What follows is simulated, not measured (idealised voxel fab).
Proc. module: voxel lift off
The cross-section on display is named cut; it measures 285 nm wide, and its cells are 5 nm squares.
Cross-section, as written here: a square-cell grid given band by band from the top down, where a band holds one or more rows of cells. This entry defines a band. It first specifies the height of the band's top and the height of its bottom in nm, and then specifies the band's materials from left to right, stating each material with its width in nm. The word "throughout" identifies a single material that fills the band from edge to edge, while the word "blank" identifies empty space. Ref level 0: as-received wafer is one material below here. Bottom band extends down with no lower bound ("0..down"). Width spec "30 to 40" -> top row of cells at first value, bottom row at second value, equal per-row change in between. Given "stayed the same" for a step, no cell of the cross-section differs between before and after that step. Entry "Fully enclosed voids" = empty spaces >= 8 cells with no open way to the top; each as width x height at distance, distance from left edge, all nm. Step line, after settings: the simulator's comment on this step. You can add "overlay nm" to a step's line. For a step with a mask, it describes how far the mask lay to the right of its planned position, and a negative number describes a lay to the left.
PLAN
1. RECEIVE, material Si
2. CONFORMAL_DEP, material SiO2, thk nm 15
3. PATTERN, tone open, mask id LINES, material resist, width nm 15, pitch nm 40, thk nm 15, overlay nm 0
4. DIRECTIONAL_DEP, material Ru, thk nm 5
5. STRIP, etch materials resist
6. CONFORMAL_DEP, material SiCN, thk nm 10
AS-RECEIVED STATE OF THE WAFER IN CROSS-SECTION, EQUIVALENT TO POST-STEP 1
> 0..down: Si throughout
> Fully enclosed voids: none
WAFER CROSS-SECTION AT MODULE END: FIRST OF TWO, RUN TO PLAN
> 30..25: blank=65 | SiCN=35 | blank=5 | SiCN=35 | blank=5 | SiCN=35 | blank=5 | SiCN=35 | blank=65
> 25..20: SiCN throughout
> 20..15: SiCN=75 | Ru=15 | SiCN=25 | Ru=15 | SiCN=25 | Ru=15 | SiCN=25 | Ru=15 | SiCN=75
> 15..0: SiO2 throughout
> 0..down: Si throughout
> Fully enclosed voids: none
SECOND WAFER AT THE END: LIKE START, LIKE PLAN, ONE MISTAKE
> 30..25: blank=60 | SiCN=165 | blank=60
> 25..20: SiCN throughout
> 20..15: SiCN=70 | Ru=25 | SiCN=15 | Ru=25 | SiCN=15 | Ru=25 | SiCN=15 | Ru=25 | SiCN=70
> 15..0: SiO2 throughout
> 0..down: Si throughout
> Fully enclosed voids: none
Want to know what went wrong? so step 3 ended up running with a different setting than we planned, it ran as PATTERN, tone open, mask id LINES, material resist, width nm 25, pitch nm 40, thk nm 15, overlay nm 0
Count the cells at the end and the second wafer has more or fewer of some materials than the first: 8 more of Ru | 3 fewer of SiCN
